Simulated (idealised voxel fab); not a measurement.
The document below concerns the process module designated voxel self aligned contacts.
Xsec cut, 160 nm wide, square cell size 5 nm.
Throughout this document, each cross-section is represented as a grid of square cells and is presented as a sequence of bands enumerated from the top downward, where a band comprises one or more rows of cells. First you get the band's top height and its bottom height, in nm, and then the materials it's made of, left to right, with each width in nm. If you see a single material with "all across", that one covers the band edge to edge. "blank" is empty space. Heights are reckoned from 0. Under this level, the received wafer is all of one material. The bottommost band is open-ended downward, for example "from 0 down". When a width is written as two numbers, as in "30 to 40", the first number is the width in the top row of cells of the band and the second is the width in its bottom row, and the width changes by the same amount from each row to the next. Where a step carries "same as before", the cross-section came out of it unchanged, cell for cell. You'll see "Enclosed voids" listing empty spaces that have no way open to the top, as long as they're 8 cells or more; the notation is width x height at distance, where the distance is from the left edge, and all of it is in nm. If you see something after the settings on a step's line, that's the simulator's own remark about that step. "overlay nm" denotes, for a step that has a mask, the displacement of the mask to the right of its planned place, with negative values corresponding to the left.
-- These are the steps we planned for the process
1 RECEIVE [material Si]
2 CONFORMAL_DEP [material SiO2] [thk nm 5]
3 DIRECTIONAL_DEP [material polySi] [thk nm 20]
4 DIRECTIONAL_DEP [material SiN] [thk nm 20]
5 MASKED_ETCH [tone cover] [mask id GATE] [width nm 30] [pitch nm 75] [etch materials SiN] [depth nm 20] [overlay nm 0]
6 MASKED_ETCH [tone cover] [mask id GATE] [width nm 30] [pitch nm 75] [etch materials polySi] [depth nm 20] [overlay nm 0]
7 CONFORMAL_DEP [material SiN] [thk nm 10]
8 DIRECTIONAL_ETCH [etch materials SiN] [depth nm 10]
9 FILL_DEP [material SiO2] [thk nm 15]
10 CMP [height nm 50]
11 PATTERN [tone open] [mask id CONTACT] [material resist] [width nm 55] [thk nm 20] [overlay nm 0]
12 DIRECTIONAL_ETCH [etch materials SiO2] [depth nm 50]
13 STRIP [etch materials resist]
14 CONFORMAL_DEP [material TiN] [thk nm 5]
15 FILL_DEP [material W] [thk nm 10]
16 CMP [height nm 50]
17 CONFORMAL_DEP [material SiN] [thk nm 5]
-- Cross-section of the incoming wafer, state after step 1
  from 0 down | Si all across
  Enclosed voids: none
-- Starting structure and process plan are as shown above, but one mistake was made in running the module; the wafer cross-section at the end of the module follows
  from 55 to 50 | SiN all across
  from 50 to 45 | SiO2: 15, SiN: 50, TiN: 5, W: 15, TiN: 5, SiN: 50, SiO2: 20
  from 45 to 30 | SiO2: 15, SiN: 10, polySi: 30, SiN: 10, TiN: 5, W: 15, TiN: 5, SiN: 10, polySi: 30, SiN: 10, SiO2: 20
  from 30 to 25 | SiO2: 15, SiN: 10, polySi: 30, SiN: 10, TiN: 25, SiN: 10, polySi: 30, SiN: 10, SiO2: 20
  from 25 to 5 | polySi all across
  from 5 to 0 | SiO2 all across
  from 0 down | Si all across
  Enclosed voids: none
So what did we get wrong on this run? plan step 3 was twice executed
